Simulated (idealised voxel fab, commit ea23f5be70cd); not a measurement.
process module | voxel air gaps
cross-section cut | 250 nm wide | cells 5 nm
A cross-section is a grid of square cells, given in bands from the top down. A band is one or more rows of cells.
Each band's line starts with the height of the band's top and of its bottom, in nm. Then come its materials from left to right, each with its width in nm. One material with "throughout" fills the band from edge to edge. "air" is empty space.
Height 0 is the level under which the wafer as received is all one material. The lowest band goes on downwards, as in "0 down".
A width such as "30 to 40" changes by the same amount from each row of cells to the next, from the band's top row to its bottom row.
"no change" after a step means that no cell of the cross-section changed.
closed voids: empty space of 8 cells or more with no open way to the top, each as width x height at its distance from the left edge, in nm
after a step's settings: what the simulator itself notes on the step
overlay nm, on a step with a mask: how far to the right of its planned place the mask lay; to the left if negative
plan
1 op RECEIVE | material Si
2 op CONFORMAL_DEP | material SiO2 | thk nm 10
3 op CONFORMAL_DEP | material SiN | thk nm 5
4 op DIRECTIONAL_DEP | material SiO2 | thk nm 30
5 op PATTERN | tone open | mask id LINES | material resist | width nm 25 | pitch nm 55 | thk nm 20 | overlay nm 0
6 op DIRECTIONAL_ETCH | etch materials SiO2 | depth nm 30
7 op STRIP | etch materials resist
8 op CONFORMAL_DEP | material TiN | thk nm 5
9 op FILL_DEP | material W | thk nm 5
10 op CMP | height nm 45
11 op EPI | material Ru | thk nm 10
12 op SELECTIVE_ETCH | etch materials SiO2 | depth nm 40
13 op CONFORMAL_DEP | material SiCN | thk nm 5
as received, after step 1
  0 down: Si throughout
  closed voids: none
first wafer at the end, as planned
  60 to 55: air 15 | SiCN 220 | air 15
  55 to 45: air 15 | SiCN 5 | Ru 45 | SiCN 10 | Ru 45 | SiCN 10 | Ru 45 | SiCN 10 | Ru 45 | SiCN 5 | air 15
  45 to 40: air 15 | SiCN 15 | TiN 5 | W 15 | TiN 5 | SiCN 30 | TiN 5 | W 15 | TiN 5 | SiCN 30 | TiN 5 | W 15 | TiN 5 | SiCN 30 | TiN 5 | W 15 | TiN 5 | SiCN 15 | air 15
  40 to 20: air 25 | SiCN 5 | TiN 5 | W 15 | TiN 5 | SiCN 5 | air 20 | SiCN 5 | TiN 5 | W 15 | TiN 5 | SiCN 5 | air 20 | SiCN 5 | TiN 5 | W 15 | TiN 5 | SiCN 5 | air 20 | SiCN 5 | TiN 5 | W 15 | TiN 5 | SiCN 5 | air 25
  20 to 15: SiCN 30 | TiN 25 | SiCN 30 | TiN 25 | SiCN 30 | TiN 25 | SiCN 30 | TiN 25 | SiCN 30
  15 to 10: SiN throughout
  10 to 0: SiO2 throughout
  0 down: Si throughout
  closed voids: 20 x 20 at 60; 20 x 20 at 115; 20 x 20 at 170
second wafer at the end: like start, like plan, one mistake
  60 to 55: air 20 | SiCN 50 | air 5 | SiCN 50 | air 5 | SiCN 50 | air 5 | SiCN 50 | air 15
  55 to 45: air 20 | SiCN 5 | Ru 40 | SiCN 5 | air 5 | SiCN 5 | Ru 40 | SiCN 5 | air 5 | SiCN 5 | Ru 40 | SiCN 5 | air 5 | SiCN 5 | Ru 40 | SiCN 5 | air 15
  45 to 40: air 20 | SiCN 15 | TiN 5 | W 10 | TiN 5 | SiCN 15 | air 5 | SiCN 15 | TiN 5 | W 10 | TiN 5 | SiCN 15 | air 5 | SiCN 15 | TiN 5 | W 10 | TiN 5 | SiCN 15 | air 5 | SiCN 15 | TiN 5 | W 10 | TiN 5 | SiCN 15 | air 15
  40 to 20: air 30 | SiCN 5 | TiN 5 | W 10 | TiN 5 | SiCN 5 | air 25 | SiCN 5 | TiN 5 | W 10 | TiN 5 | SiCN 5 | air 25 | SiCN 5 | TiN 5 | W 10 | TiN 5 | SiCN 5 | air 25 | SiCN 5 | TiN 5 | W 10 | TiN 5 | SiCN 5 | air 25
  20 to 15: SiCN 35 | TiN 20 | SiCN 35 | TiN 20 | SiCN 35 | TiN 20 | SiCN 35 | TiN 20 | SiCN 30
  15 to 10: SiN throughout
  10 to 0: SiO2 throughout
  0 down: Si throughout
  closed voids: none
what went wrong: step 5 ran as: op PATTERN | tone open | mask id LINES | material resist | width nm 20 | pitch nm 55 | thk nm 20 | overlay nm 0
at the end the second wafer has, in cells: 8 fewer of Ru | 4 fewer of TiN | 20 fewer of W
closed voids at the end (first wafer, second wafer): 3, 0
